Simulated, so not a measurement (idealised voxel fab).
Herein follows the process module entitled voxel capacitor over wiring.
The figure presents cross-section cut, which has a width of 175 nm and is divided into square cells with an edge length of 5 nm.
Just so we're on the same page, the cross-sections are grids of square cells, and they're listed out in bands top to bottom, each band one or more rows deep.
The band entry comprises the height of the band's top followed by the height of its bottom, expressed in nm, and subsequently the band's materials from left to right, each stated together with its width in nm. Where a single material is marked with the word "all across", that material fills the band from edge to edge. The word "empty" represents empty space.
Height 0 is the level under which the wafer as received is all one material. The lowest band goes on downwards, as in "0 nm and below".
Width spec "30 to 40" -> top row of cells at first value, bottom row at second value, equal per-row change in between.
"nothing changed" -> step changed no cross-section cell.
Basically, "Unvented cavities" tells you about the enclosed voids: empty spaces with no open way to the top, 8 cells or bigger, each written width x height at distance, where distance is from the left edge, all in nm.
Past the settings on a step's line: simulator remark, on that step.
"overlay nm", when on a step's line for a step with a mask, measures how far to the right of its planned place the mask lay; a negative measure means to the left.
Each pair of cross-sections that follows straddles one process step: the one shows the state before the step, the other the state after it, down to the lowest band that changed and no further. The step in question, and its settings, are given under the pair. Note that a pair is not necessarily a continuation of the pair above it, since pairs can come from different runs of this module on the same starting wafer; it is a continuation only where its entry headed "Pre-step" says so.

Pre-step:
    0 nm and below | Si all across
    Unvented cavities: none

Resulting Structure:
    10 nm to 0 nm | SiO2 all across
    Lower than 0, everything is as it was.
    Unvented cavities: none
It is this step that lies between the two cross-sections above: CONFORMAL_DEP with material SiO2, thk nm 10

Pre-step: starting point is the after cross-section of the pair just above.

Resulting Structure:
    15 nm to 10 nm | TiN all across
    Lower than 10, everything is as it was.
    Unvented cavities: none
It is this step that lies between the two cross-sections above: DIRECTIONAL_DEP with material TiN, thk nm 5

Pre-step: starting point is the after cross-section of the pair just above.

Resulting Structure:
    30 nm to 15 nm | W all across
    Lower than 15, everything is as it was.
    Unvented cavities: none
It is this step that lies between the two cross-sections above: DIRECTIONAL_DEP with material W, thk nm 15

Pre-step: starting point is the after cross-section of the pair just above.

Resulting Structure:
    50 nm to 30 nm | empty: 35  resist: 25  empty: 50  resist: 25  empty: 40
    Lower than 30, everything is as it was.
    Unvented cavities: none
It is this step that lies between the two cross-sections above: PATTERN with tone cover, mask id METAL_1, material resist, width nm 25, pitch nm 75, thk nm 20, overlay nm 0

Pre-step: starting point is the after cross-section of the pair just above.

Resulting Structure:
    50 nm to 30 nm | empty: 35  resist: 25  empty: 50  resist: 25  empty: 40
    30 nm to 15 nm | empty: 35  W: 25  empty: 50  W: 25  empty: 40
    Lower than 15, everything is as it was.
    Unvented cavities: none
It is this step that lies between the two cross-sections above: DIRECTIONAL_ETCH with etch materials W, depth nm 15

Pre-step: starting point is the after cross-section of the pair just above.

Resulting Structure:
    50 nm to 30 nm | empty: 35  resist: 25  empty: 50  resist: 25  empty: 40
    30 nm to 15 nm | empty: 35  W: 25  empty: 50  W: 25  empty: 40
    15 nm to 10 nm | empty: 35  TiN: 25  empty: 50  TiN: 25  empty: 40
    Lower than 10, everything is as it was.
    Unvented cavities: none
It is this step that lies between the two cross-sections above: DIRECTIONAL_ETCH with etch materials TiN, depth nm 5

Pre-step: starting point is the after cross-section of the pair just above.

Resulting Structure:
    30 nm to 15 nm | empty: 35  W: 25  empty: 50  W: 25  empty: 40
    Lower than 15, everything is as it was.
    Unvented cavities: none
It is this step that lies between the two cross-sections above: STRIP with etch materials resist

Pre-step: starting point is the after cross-section of the pair just above.

Resulting Structure:
    35 nm to 30 nm | empty: 30  SiCN: 35  empty: 40  SiCN: 35  empty: 35
    30 nm to 15 nm | empty: 30  SiCN: 5  W: 25  SiCN: 5  empty: 40  SiCN: 5  W: 25  SiCN: 5  empty: 35
    15 nm to 10 nm | SiCN: 35  TiN: 25  SiCN: 50  TiN: 25  SiCN: 40
    Lower than 10, everything is as it was.
    Unvented cavities: none
It is this step that lies between the two cross-sections above: CONFORMAL_DEP with material SiCN, thk nm 5

Pre-step: starting point is the after cross-section of the pair just above.

Resulting Structure:
    40 nm to 35 nm | lowk all across
    35 nm to 30 nm | lowk: 30  SiCN: 35  lowk: 40  SiCN: 35  lowk: 35
    30 nm to 15 nm | lowk: 30  SiCN: 5  W: 25  SiCN: 5  lowk: 40  SiCN: 5  W: 25  SiCN: 5  lowk: 35
    Lower than 15, everything is as it was.
    Unvented cavities: none
It is this step that lies between the two cross-sections above: FILL_DEP with material lowk, thk nm 5

Pre-step: starting point is the after cross-section of the pair just above.

Resulting Structure:
    30 nm to 15 nm | lowk: 30  SiCN: 5  W: 25  SiCN: 5  lowk: 40  SiCN: 5  W: 25  SiCN: 5  lowk: 35
    Lower than 15, everything is as it was.
    Unvented cavities: none
It is this step that lies between the two cross-sections above: CMP with height nm 30

Pre-step: starting point is the after cross-section of the pair just above.

Resulting Structure:
    35 nm to 30 nm | SiCN all across
    Lower than 30, everything is as it was.
    Unvented cavities: none
It is this step that lies between the two cross-sections above: CONFORMAL_DEP with material SiCN, thk nm 5

Pre-step: starting point is the after cross-section of the pair just above.

Resulting Structure:
    45 nm to 35 nm | lowk all across
    Lower than 35, everything is as it was.
    Unvented cavities: none
It is this step that lies between the two cross-sections above: DIRECTIONAL_DEP with material lowk, thk nm 10

Pre-step: starting point is the after cross-section of the pair just above.

Resulting Structure:
    60 nm to 45 nm | aC all across
    Lower than 45, everything is as it was.
    Unvented cavities: none
It is this step that lies between the two cross-sections above: DIRECTIONAL_DEP with material aC, thk nm 15

Pre-step: starting point is the after cross-section of the pair just above.

Resulting Structure:
    95 nm to 60 nm | resist: 45  empty: 15  resist: 115
    Lower than 60, everything is as it was.
    Unvented cavities: none
It is this step that lies between the two cross-sections above: PATTERN with tone open, mask id PLUG_1, material resist, width nm 15, thk nm 35, overlay nm 0

Pre-step: starting point is the after cross-section of the pair just above.

Resulting Structure:
    80 nm to 60 nm | resist: 45  empty: 15  resist: 115
    60 nm to 45 nm | aC: 45  empty: 15  aC: 115
    Lower than 45, everything is as it was.
    Unvented cavities: none
It is this step that lies between the two cross-sections above: DIRECTIONAL_ETCH with etch materials aC, depth nm 15

Pre-step: starting point is the after cross-section of the pair just above.

Resulting Structure:
    60 nm to 45 nm | aC: 45  empty: 15  aC: 115
    Lower than 45, everything is as it was.
    Unvented cavities: none
It is this step that lies between the two cross-sections above: STRIP with etch materials resist

Pre-step: starting point is the after cross-section of the pair just above.

Resulting Structure:
    60 nm to 45 nm | aC: 45  empty: 15  aC: 115
    45 nm to 35 nm | lowk: 45  empty: 15  lowk: 115
    Lower than 35, everything is as it was.
    Unvented cavities: none
It is this step that lies between the two cross-sections above: DIRECTIONAL_ETCH with etch materials lowk, depth nm 10

Pre-step: starting point is the after cross-section of the pair just above.

Resulting Structure:
    60 nm to 45 nm | aC: 45  empty: 15  aC: 115
    45 nm to 35 nm | lowk: 45  empty: 15  lowk: 115
    35 nm to 30 nm | SiCN: 45  empty: 15  SiCN: 115
    Lower than 30, everything is as it was.
    Unvented cavities: none
It is this step that lies between the two cross-sections above: DIRECTIONAL_ETCH with etch materials SiCN, depth nm 5

Pre-step: starting point is the after cross-section of the pair just above.

Resulting Structure:
    45 nm to 35 nm | lowk: 45  empty: 15  lowk: 115
    Lower than 35, everything is as it was.
    Unvented cavities: none
It is this step that lies between the two cross-sections above: STRIP with etch materials aC

Pre-step: starting point is the after cross-section of the pair just above.

Resulting Structure:
    45 nm to 40 nm | lowk: 45  empty: 15  lowk: 115
    40 nm to 35 nm | lowk: 45  Ru: 15  lowk: 115
    35 nm to 30 nm | SiCN: 45  Ru: 15  SiCN: 115
    Lower than 30, everything is as it was.
    Unvented cavities: none
It is this step that lies between the two cross-sections above: EPI with material Ru, thk nm 10

Pre-step: starting point is the after cross-section of the pair just above.

Resulting Structure:
    45 nm to 35 nm | lowk: 45  Ru: 15  lowk: 115
    Lower than 35, everything is as it was.
    Unvented cavities: none
It is this step that lies between the two cross-sections above: EPI with material Ru, thk nm 5

Pre-step: starting point is the after cross-section of the pair just above.

Resulting Structure:
    50 nm to 45 nm | TiN all across
    Lower than 45, everything is as it was.
    Unvented cavities: none
It is this step that lies between the two cross-sections above: DIRECTIONAL_DEP with material TiN, thk nm 5

Pre-step: starting point is the after cross-section of the pair just above.

Resulting Structure:
    55 nm to 50 nm | Al2O3 all across
    Lower than 50, everything is as it was.
    Unvented cavities: none
It is this step that lies between the two cross-sections above: DIRECTIONAL_DEP with material Al2O3, thk nm 5

Pre-step: starting point is the after cross-section of the pair just above.

Resulting Structure:
    60 nm to 55 nm | TiN all across
    Lower than 55, everything is as it was.
    Unvented cavities: none
It is this step that lies between the two cross-sections above: DIRECTIONAL_DEP with material TiN, thk nm 5

Pre-step: starting point is the after cross-section of the pair just above.

Resulting Structure:
    60 nm to 55 nm | empty: 45  TiN: 55  empty: 75
    Lower than 55, everything is as it was.
    Unvented cavities: none
It is this step that lies between the two cross-sections above: MASKED_ETCH with tone cover, mask id UPPER_PLATE, width nm 55, etch materials TiN, depth nm 5, overlay nm 0

Pre-step: starting point is the after cross-section of the pair just above.

Resulting Structure:
    60 nm to 55 nm | empty: 45  TiN: 55  empty: 75
    55 nm to 50 nm | empty: 45  Al2O3: 55  empty: 75
    Lower than 50, everything is as it was.
    Unvented cavities: none
It is this step that lies between the two cross-sections above: MASKED_ETCH with tone cover, mask id UPPER_PLATE, width nm 55, etch materials Al2O3, depth nm 5, overlay nm 0

Pre-step: starting point is the after cross-section of the pair just above.

Resulting Structure:
    80 nm to 60 nm | empty: 40  resist: 65  empty: 70
    60 nm to 55 nm | empty: 40  resist: 5  TiN: 55  resist: 5  empty: 70
    55 nm to 50 nm | empty: 40  resist: 5  Al2O3: 55  resist: 5  empty: 70
    Lower than 50, everything is as it was.
    Unvented cavities: none
It is this step that lies between the two cross-sections above: PATTERN with tone cover, mask id LOWER_PLATE, material resist, width nm 65, thk nm 20, overlay nm 0

Pre-step: starting point is the after cross-section of the pair just above.

Resulting Structure:
    80 nm to 60 nm | empty: 40  resist: 65  empty: 70
    60 nm to 55 nm | empty: 40  resist: 5  TiN: 55  resist: 5  empty: 70
    55 nm to 50 nm | empty: 40  resist: 5  Al2O3: 55  resist: 5  empty: 70
    50 nm to 45 nm | empty: 40  TiN: 65  empty: 70
    Lower than 45, everything is as it was.
    Unvented cavities: none
It is this step that lies between the two cross-sections above: DIRECTIONAL_ETCH with etch materials TiN, depth nm 5

Pre-step: starting point is the after cross-section of the pair just above.

Resulting Structure:
    60 nm to 55 nm | empty: 45  TiN: 55  empty: 75
    55 nm to 50 nm | empty: 45  Al2O3: 55  empty: 75
    Lower than 50, everything is as it was.
    Unvented cavities: none
It is this step that lies between the two cross-sections above: STRIP with etch materials resist

Pre-step: starting point is the after cross-section of the pair just above.

Resulting Structure:
    80 nm to 60 nm | SiO2 all across
    60 nm to 55 nm | SiO2: 45  TiN: 55  SiO2: 75
    55 nm to 50 nm | SiO2: 45  Al2O3: 55  SiO2: 75
    50 nm to 45 nm | SiO2: 40  TiN: 65  SiO2: 70
    Lower than 45, everything is as it was.
    Unvented cavities: none
It is this step that lies between the two cross-sections above: FILL_DEP with material SiO2, thk nm 20

Pre-step: starting point is the after cross-section of the pair just above.

Resulting Structure:
    75 nm to 60 nm | SiO2 all across
    Lower than 60, everything is as it was.
    Unvented cavities: none
It is this step that lies between the two cross-sections above: CMP with height nm 75

Pre-step: starting point is the after cross-section of the pair just above.

Resulting Structure:
    95 nm to 75 nm | resist: 55  empty: 15  resist: 105
    Lower than 75, everything is as it was.
    Unvented cavities: none
It is this step that lies between the two cross-sections above: PATTERN with tone open, mask id PLUG_2, material resist, width nm 15, thk nm 20, overlay nm 0

Pre-step: starting point is the after cross-section of the pair just above.

Resulting Structure:
    95 nm to 75 nm | resist: 55  empty: 15  resist: 105
    75 nm to 60 nm | SiO2: 55  empty: 15  SiO2: 105
    Lower than 60, everything is as it was.
    Unvented cavities: none
It is this step that lies between the two cross-sections above: DIRECTIONAL_ETCH with etch materials SiO2, depth nm 15

Pre-step: starting point is the after cross-section of the pair just above.

Resulting Structure:
    75 nm to 60 nm | SiO2: 55  empty: 15  SiO2: 105
    Lower than 60, everything is as it was.
    Unvented cavities: none
It is this step that lies between the two cross-sections above: STRIP with etch materials resist

Pre-step: starting point is the after cross-section of the pair just above.

Resulting Structure:
    80 nm to 75 nm | TiN: 60  empty: 5  TiN: 110
    75 nm to 65 nm | SiO2: 55  TiN: 5  empty: 5  TiN: 5  SiO2: 105
    65 nm to 55 nm | SiO2: 55 to 45  TiN: 15 to 55  SiO2: 105 to 75
    Lower than 55, everything is as it was.
    Unvented cavities: none
It is this step that lies between the two cross-sections above: CONFORMAL_DEP with material TiN, thk nm 5

Pre-step: starting point is the after cross-section of the pair just above.

Resulting Structure:
    85 nm to 80 nm | W all across
    80 nm to 75 nm | TiN: 60  W: 5  TiN: 110
    75 nm to 65 nm | SiO2: 55  TiN: 5  W: 5  TiN: 5  SiO2: 105
    Lower than 65, everything is as it was.
    Unvented cavities: none
It is this step that lies between the two cross-sections above: FILL_DEP with material W, thk nm 5

Pre-step: starting point is the after cross-section of the pair just above.

Resulting Structure:
    75 nm to 65 nm | SiO2: 55  TiN: 5  W: 5  TiN: 5  SiO2: 105
    Lower than 65, everything is as it was.
    Unvented cavities: none
It is this step that lies between the two cross-sections above: CMP with height nm 75

Pre-step: starting point is the after cross-section of the pair just above.

Resulting Structure:
    80 nm to 75 nm | SiCN all across
    Lower than 75, everything is as it was.
    Unvented cavities: none
It is this step that lies between the two cross-sections above: CONFORMAL_DEP with material SiCN, thk nm 5

Pre-step:
    45 nm to 35 nm | lowk: 45  empty: 15  lowk: 115
    35 nm to 30 nm | SiCN: 45  empty: 15  SiCN: 115
    30 nm to 15 nm | lowk: 30  SiCN: 5  W: 25  SiCN: 5  lowk: 40  SiCN: 5  W: 25  SiCN: 5  lowk: 35
    15 nm to 10 nm | SiCN: 35  TiN: 25  SiCN: 50  TiN: 25  SiCN: 40
    10 nm to 0 nm | SiO2 all across
    0 nm and below | Si all across
    Unvented cavities: none

Resulting Structure:
    45 nm to 35 nm | lowk: 45  empty: 15  lowk: 115
    35 nm to 30 nm | SiCN: 45  Ru: 15  SiCN: 115
    Lower than 30, everything is as it was.
    Unvented cavities: none
It is this step that lies between the two cross-sections above: EPI with material Ru, thk nm 5

Pre-step: starting point is the after cross-section of the pair just above.

Resulting Structure:
    50 nm to 45 nm | TiN: 45  empty: 15  TiN: 115
    45 nm to 40 nm | lowk: 45  empty: 15  lowk: 115
    40 nm to 35 nm | lowk: 45  TiN: 15  lowk: 115
    Lower than 35, everything is as it was.
    Unvented cavities: none
It is this step that lies between the two cross-sections above: DIRECTIONAL_DEP with material TiN, thk nm 5

Pre-step: starting point is the after cross-section of the pair just above.

Resulting Structure:
    55 nm to 50 nm | Al2O3: 45  empty: 15  Al2O3: 115
    50 nm to 45 nm | TiN: 45  empty: 15  TiN: 115
    45 nm to 40 nm | lowk: 45  Al2O3: 15  lowk: 115
    Lower than 40, everything is as it was.
    Unvented cavities: none
It is this step that lies between the two cross-sections above: DIRECTIONAL_DEP with material Al2O3, thk nm 5

Pre-step: starting point is the after cross-section of the pair just above.

Resulting Structure:
    60 nm to 55 nm | TiN: 45  empty: 15  TiN: 115
    55 nm to 50 nm | Al2O3: 45  empty: 15  Al2O3: 115
    50 nm to 45 nm | TiN all across
    Lower than 45, everything is as it was.
    Unvented cavities: none
It is this step that lies between the two cross-sections above: DIRECTIONAL_DEP with material TiN, thk nm 5

Pre-step: starting point is the after cross-section of the pair just above.

Resulting Structure:
    60 nm to 55 nm | empty: 60  TiN: 40  empty: 75
    Lower than 55, everything is as it was.
    Unvented cavities: none
It is this step that lies between the two cross-sections above: MASKED_ETCH with tone cover, mask id UPPER_PLATE, width nm 55, etch materials TiN, depth nm 5, overlay nm 0

Pre-step: starting point is the after cross-section of the pair just above.

Resulting Structure:
    60 nm to 55 nm | empty: 60  TiN: 40  empty: 75
    55 nm to 50 nm | empty: 60  Al2O3: 40  empty: 75
    Lower than 50, everything is as it was.
    Unvented cavities: none
It is this step that lies between the two cross-sections above: MASKED_ETCH with tone cover, mask id UPPER_PLATE, width nm 55, etch materials Al2O3, depth nm 5, overlay nm 0

Pre-step: starting point is the after cross-section of the pair just above.

Resulting Structure:
    80 nm to 60 nm | empty: 40  resist: 65  empty: 70
    60 nm to 55 nm | empty: 40  resist: 20  TiN: 40  resist: 5  empty: 70
    55 nm to 50 nm | empty: 40  resist: 20  Al2O3: 40  resist: 5  empty: 70
    Lower than 50, everything is as it was.
    Unvented cavities: none
It is this step that lies between the two cross-sections above: PATTERN with tone cover, mask id LOWER_PLATE, material resist, width nm 65, thk nm 20, overlay nm 0

Pre-step: starting point is the after cross-section of the pair just above.

Resulting Structure:
    80 nm to 60 nm | empty: 40  resist: 65  empty: 70
    60 nm to 55 nm | empty: 40  resist: 20  TiN: 40  resist: 5  empty: 70
    55 nm to 50 nm | empty: 40  resist: 20  Al2O3: 40  resist: 5  empty: 70
    50 nm to 45 nm | empty: 40  TiN: 65  empty: 70
    Lower than 45, everything is as it was.
    Unvented cavities: none
It is this step that lies between the two cross-sections above: DIRECTIONAL_ETCH with etch materials TiN, depth nm 5

Pre-step: starting point is the after cross-section of the pair just above.

Resulting Structure:
    60 nm to 55 nm | empty: 60  TiN: 40  empty: 75
    55 nm to 50 nm | empty: 60  Al2O3: 40  empty: 75
    Lower than 50, everything is as it was.
    Unvented cavities: none
It is this step that lies between the two cross-sections above: STRIP with etch materials resist

Pre-step: starting point is the after cross-section of the pair just above.

Resulting Structure:
    80 nm to 60 nm | SiO2 all across
    60 nm to 55 nm | SiO2: 60  TiN: 40  SiO2: 75
    55 nm to 50 nm | SiO2: 60  Al2O3: 40  SiO2: 75
    50 nm to 45 nm | SiO2: 40  TiN: 65  SiO2: 70
    Lower than 45, everything is as it was.
    Unvented cavities: none
It is this step that lies between the two cross-sections above: FILL_DEP with material SiO2, thk nm 20

Pre-step: starting point is the after cross-section of the pair just above.

Resulting Structure:
    75 nm to 60 nm | SiO2 all across
    Lower than 60, everything is as it was.
    Unvented cavities: none
It is this step that lies between the two cross-sections above: CMP with height nm 75

Pre-step: starting point is the after cross-section of the pair just above.

Resulting Structure:
    95 nm to 75 nm | resist: 55  empty: 15  resist: 105
    Lower than 75, everything is as it was.
    Unvented cavities: none
It is this step that lies between the two cross-sections above: PATTERN with tone open, mask id PLUG_2, material resist, width nm 15, thk nm 20, overlay nm 0

Pre-step: starting point is the after cross-section of the pair just above.

Resulting Structure:
    95 nm to 75 nm | resist: 55  empty: 15  resist: 105
    75 nm to 60 nm | SiO2: 55  empty: 15  SiO2: 105
    Lower than 60, everything is as it was.
    Unvented cavities: none
It is this step that lies between the two cross-sections above: DIRECTIONAL_ETCH with etch materials SiO2, depth nm 15

Pre-step: starting point is the after cross-section of the pair just above.

Resulting Structure:
    75 nm to 60 nm | SiO2: 55  empty: 15  SiO2: 105
    Lower than 60, everything is as it was.
    Unvented cavities: none
It is this step that lies between the two cross-sections above: STRIP with etch materials resist

Pre-step: starting point is the after cross-section of the pair just above.

Resulting Structure:
    80 nm to 75 nm | TiN: 60  empty: 5  TiN: 110
    75 nm to 65 nm | SiO2: 55  TiN: 5  empty: 5  TiN: 5  SiO2: 105
    65 nm to 55 nm | SiO2: 55 to 60  TiN: 15 to 40  SiO2: 105 to 75
    Lower than 55, everything is as it was.
    Unvented cavities: none
It is this step that lies between the two cross-sections above: CONFORMAL_DEP with material TiN, thk nm 5

Pre-step: starting point is the after cross-section of the pair just above.

Resulting Structure:
    85 nm to 80 nm | W all across
    80 nm to 75 nm | TiN: 60  W: 5  TiN: 110
    75 nm to 65 nm | SiO2: 55  TiN: 5  W: 5  TiN: 5  SiO2: 105
    Lower than 65, everything is as it was.
    Unvented cavities: none
It is this step that lies between the two cross-sections above: FILL_DEP with material W, thk nm 5

Pre-step: starting point is the after cross-section of the pair just above.

Resulting Structure:
    75 nm to 65 nm | SiO2: 55  TiN: 5  W: 5  TiN: 5  SiO2: 105
    Lower than 65, everything is as it was.
    Unvented cavities: none
It is this step that lies between the two cross-sections above: CMP with height nm 75

Pre-step: starting point is the after cross-section of the pair just above.

Resulting Structure:
    80 nm to 75 nm | SiCN all across
    Lower than 75, everything is as it was.
    Unvented cavities: none
It is this step that lies between the two cross-sections above: CONFORMAL_DEP with material SiCN, thk nm 5

Pre-step:
    45 nm to 40 nm | lowk: 45  empty: 15  lowk: 115
    40 nm to 35 nm | lowk: 45  Ru: 15  lowk: 115
    35 nm to 30 nm | SiCN: 45  Ru: 15  SiCN: 115
    30 nm to 15 nm | lowk: 30  SiCN: 5  W: 25  SiCN: 5  lowk: 40  SiCN: 5  W: 25  SiCN: 5  lowk: 35
    15 nm to 10 nm | SiCN: 35  TiN: 25  SiCN: 50  TiN: 25  SiCN: 40
    10 nm to 0 nm | SiO2 all across
    0 nm and below | Si all across
    Unvented cavities: none

Resulting Structure:
    50 nm to 45 nm | empty: 40  Ru: 25  empty: 110
    45 nm to 35 nm | lowk: 45  Ru: 15  lowk: 115
    Lower than 35, everything is as it was.
    Unvented cavities: none
It is this step that lies between the two cross-sections above: EPI with material Ru, thk nm 10

Pre-step: starting point is the after cross-section of the pair just above.

Resulting Structure:
    55 nm to 45 nm | empty: 35  Ru: 35  empty: 105
    Lower than 45, everything is as it was.
    Unvented cavities: none
It is this step that lies between the two cross-sections above: EPI with material Ru, thk nm 5

Pre-step: starting point is the after cross-section of the pair just above.

Resulting Structure:
    60 nm to 55 nm | empty: 35  TiN: 35  empty: 105
    55 nm to 50 nm | empty: 35  Ru: 35  empty: 105
    50 nm to 45 nm | TiN: 35  Ru: 35  TiN: 105
    Lower than 45, everything is as it was.
    Unvented cavities: none
It is this step that lies between the two cross-sections above: DIRECTIONAL_DEP with material TiN, thk nm 5

Pre-step: starting point is the after cross-section of the pair just above.

Resulting Structure:
    65 nm to 60 nm | empty: 35  Al2O3: 35  empty: 105
    60 nm to 55 nm | empty: 35  TiN: 35  empty: 105
    55 nm to 50 nm | Al2O3: 35  Ru: 35  Al2O3: 105
    Lower than 50, everything is as it was.
    Unvented cavities: none
It is this step that lies between the two cross-sections above: DIRECTIONAL_DEP with material Al2O3, thk nm 5

Pre-step: starting point is the after cross-section of the pair just above.

Resulting Structure:
    70 nm to 65 nm | empty: 35  TiN: 35  empty: 105
    65 nm to 60 nm | empty: 35  Al2O3: 35  empty: 105
    60 nm to 55 nm | TiN all across
    Lower than 55, everything is as it was.
    Unvented cavities: none
It is this step that lies between the two cross-sections above: DIRECTIONAL_DEP with material TiN, thk nm 5

Pre-step: starting point is the after cross-section of the pair just above.

Resulting Structure:
    70 nm to 65 nm | empty: 45  TiN: 25  empty: 105
    65 nm to 60 nm | empty: 35  Al2O3: 35  empty: 105
    60 nm to 55 nm | empty: 35  TiN: 65  empty: 75
    Lower than 55, everything is as it was.
    Unvented cavities: none
It is this step that lies between the two cross-sections above: MASKED_ETCH with tone cover, mask id UPPER_PLATE, width nm 55, etch materials TiN, depth nm 5, overlay nm 0

Pre-step: starting point is the after cross-section of the pair just above.

Resulting Structure:
    70 nm to 65 nm | empty: 45  TiN: 25  empty: 105
    65 nm to 60 nm | empty: 45  Al2O3: 25  empty: 105
    60 nm to 55 nm | empty: 35  TiN: 65  empty: 75
    55 nm to 50 nm | empty: 35  Ru: 35  Al2O3: 30  empty: 75
    Lower than 50, everything is as it was.
    Unvented cavities: none
It is this step that lies between the two cross-sections above: MASKED_ETCH with tone cover, mask id UPPER_PLATE, width nm 55, etch materials Al2O3, depth nm 5, overlay nm 0

Pre-step: starting point is the after cross-section of the pair just above.

Resulting Structure:
    90 nm to 70 nm | empty: 40  resist: 65  empty: 70
    70 nm to 65 nm | empty: 40  resist: 5  TiN: 25  resist: 35  empty: 70
    65 nm to 60 nm | empty: 40  resist: 5  Al2O3: 25  resist: 35  empty: 70
    60 nm to 55 nm | empty: 35  TiN: 65  resist: 5  empty: 70
    55 nm to 50 nm | empty: 35  Ru: 35  Al2O3: 30  resist: 5  empty: 70
    Lower than 50, everything is as it was.
    Unvented cavities: none
It is this step that lies between the two cross-sections above: PATTERN with tone cover, mask id LOWER_PLATE, material resist, width nm 65, thk nm 20, overlay nm 0

Pre-step: starting point is the after cross-section of the pair just above.

Resulting Structure:
    90 nm to 70 nm | empty: 40  resist: 65  empty: 70
    70 nm to 65 nm | empty: 40  resist: 5  TiN: 25  resist: 35  empty: 70
    65 nm to 60 nm | empty: 40  resist: 5  Al2O3: 25  resist: 35  empty: 70
    60 nm to 55 nm | empty: 40  TiN: 60  resist: 5  empty: 70
    55 nm to 50 nm | empty: 35  Ru: 35  Al2O3: 30  resist: 5  empty: 70
    50 nm to 45 nm | empty: 35  Ru: 35  TiN: 35  empty: 70
    Lower than 45, everything is as it was.
    Unvented cavities: none
It is this step that lies between the two cross-sections above: DIRECTIONAL_ETCH with etch materials TiN, depth nm 5

Pre-step: starting point is the after cross-section of the pair just above.

Resulting Structure:
    70 nm to 65 nm | empty: 45  TiN: 25  empty: 105
    65 nm to 60 nm | empty: 45  Al2O3: 25  empty: 105
    60 nm to 55 nm | empty: 40  TiN: 60  empty: 75
    55 nm to 50 nm | empty: 35  Ru: 35  Al2O3: 30  empty: 75
    Lower than 50, everything is as it was.
    Unvented cavities: none
It is this step that lies between the two cross-sections above: STRIP with etch materials resist

Pre-step: starting point is the after cross-section of the pair just above.

Resulting Structure:
    90 nm to 70 nm | SiO2 all across
    70 nm to 65 nm | SiO2: 45  TiN: 25  SiO2: 105
    65 nm to 60 nm | SiO2: 45  Al2O3: 25  SiO2: 105
    60 nm to 55 nm | SiO2: 40  TiN: 60  SiO2: 75
    55 nm to 50 nm | SiO2: 35  Ru: 35  Al2O3: 30  SiO2: 75
    50 nm to 45 nm | SiO2: 35  Ru: 35  TiN: 35  SiO2: 70
    Lower than 45, everything is as it was.
    Unvented cavities: none
It is this step that lies between the two cross-sections above: FILL_DEP with material SiO2, thk nm 20

Pre-step: starting point is the after cross-section of the pair just above.

Resulting Structure:
    75 nm to 70 nm | SiO2 all across
    Lower than 70, everything is as it was.
    Unvented cavities: none
It is this step that lies between the two cross-sections above: CMP with height nm 75

Pre-step: starting point is the after cross-section of the pair just above.

Resulting Structure:
    95 nm to 75 nm | resist: 55  empty: 15  resist: 105
    Lower than 75, everything is as it was.
    Unvented cavities: none
It is this step that lies between the two cross-sections above: PATTERN with tone open, mask id PLUG_2, material resist, width nm 15, thk nm 20, overlay nm 0

Pre-step: starting point is the after cross-section of the pair just above.

Resulting Structure:
    95 nm to 75 nm | resist: 55  empty: 15  resist: 105
    75 nm to 70 nm | SiO2: 55  empty: 15  SiO2: 105
    Lower than 70, everything is as it was.
    Unvented cavities: none
It is this step that lies between the two cross-sections above: DIRECTIONAL_ETCH with etch materials SiO2, depth nm 15

Pre-step: starting point is the after cross-section of the pair just above.

Resulting Structure:
    75 nm to 70 nm | SiO2: 55  empty: 15  SiO2: 105
    Lower than 70, everything is as it was.
    Unvented cavities: none
It is this step that lies between the two cross-sections above: STRIP with etch materials resist

Pre-step: starting point is the after cross-section of the pair just above.

Resulting Structure:
    80 nm to 75 nm | TiN: 60  empty: 5  TiN: 110
    75 nm to 65 nm | SiO2: 55 to 45  TiN: 15 to 25  SiO2: 105
    Lower than 65, everything is as it was.
    Unvented cavities: none
It is this step that lies between the two cross-sections above: CONFORMAL_DEP with material TiN, thk nm 5

Pre-step: starting point is the after cross-section of the pair just above.

Resulting Structure:
    85 nm to 80 nm | W all across
    80 nm to 75 nm | TiN: 60  W: 5  TiN: 110
    Lower than 75, everything is as it was.
    Unvented cavities: none
It is this step that lies between the two cross-sections above: FILL_DEP with material W, thk nm 5

Pre-step: starting point is the after cross-section of the pair just above.

Resulting Structure:
    75 nm to 65 nm | SiO2: 55 to 45  TiN: 15 to 25  SiO2: 105
    Lower than 65, everything is as it was.
    Unvented cavities: none
It is this step that lies between the two cross-sections above: CMP with height nm 75

Pre-step: starting point is the after cross-section of the pair just above.

Resulting Structure:
    80 nm to 75 nm | SiCN all across
    Lower than 75, everything is as it was.
    Unvented cavities: none
It is this step that lies between the two cross-sections above: CONFORMAL_DEP with material SiCN, thk nm 5

Pre-step:
    30 nm to 15 nm | lowk: 30  SiCN: 5  W: 25  SiCN: 5  lowk: 40  SiCN: 5  W: 25  SiCN: 5  lowk: 35
    15 nm to 10 nm | SiCN: 35  TiN: 25  SiCN: 50  TiN: 25  SiCN: 40
    10 nm to 0 nm | SiO2 all across
    0 nm and below | Si all across
    Unvented cavities: none

Resulting Structure:
    40 nm to 30 nm | lowk all across
    Lower than 30, everything is as it was.
    Unvented cavities: none
It is this step that lies between the two cross-sections above: DIRECTIONAL_DEP with material lowk, thk nm 10

Pre-step: starting point is the after cross-section of the pair just above.

Resulting Structure:
    45 nm to 40 nm | SiCN all across
    Lower than 40, everything is as it was.
    Unvented cavities: none
It is this step that lies between the two cross-sections above: CONFORMAL_DEP with material SiCN, thk nm 5

Pre-step: starting point is the after cross-section of the pair just above.

Resulting Structure:
    60 nm to 45 nm | aC all across
    Lower than 45, everything is as it was.
    Unvented cavities: none
It is this step that lies between the two cross-sections above: DIRECTIONAL_DEP with material aC, thk nm 15

Pre-step: starting point is the after cross-section of the pair just above.

Resulting Structure:
    95 nm to 60 nm | resist: 45  empty: 15  resist: 115
    Lower than 60, everything is as it was.
    Unvented cavities: none
It is this step that lies between the two cross-sections above: PATTERN with tone open, mask id PLUG_1, material resist, width nm 15, thk nm 35, overlay nm 0

Pre-step: starting point is the after cross-section of the pair just above.

Resulting Structure:
    80 nm to 60 nm | resist: 45  empty: 15  resist: 115
    60 nm to 45 nm | aC: 45  empty: 15  aC: 115
    Lower than 45, everything is as it was.
    Unvented cavities: none
It is this step that lies between the two cross-sections above: DIRECTIONAL_ETCH with etch materials aC, depth nm 15

Pre-step: starting point is the after cross-section of the pair just above.

Resulting Structure:
    60 nm to 45 nm | aC: 45  empty: 15  aC: 115
    Lower than 45, everything is as it was.
    Unvented cavities: none
It is this step that lies between the two cross-sections above: STRIP with etch materials resist
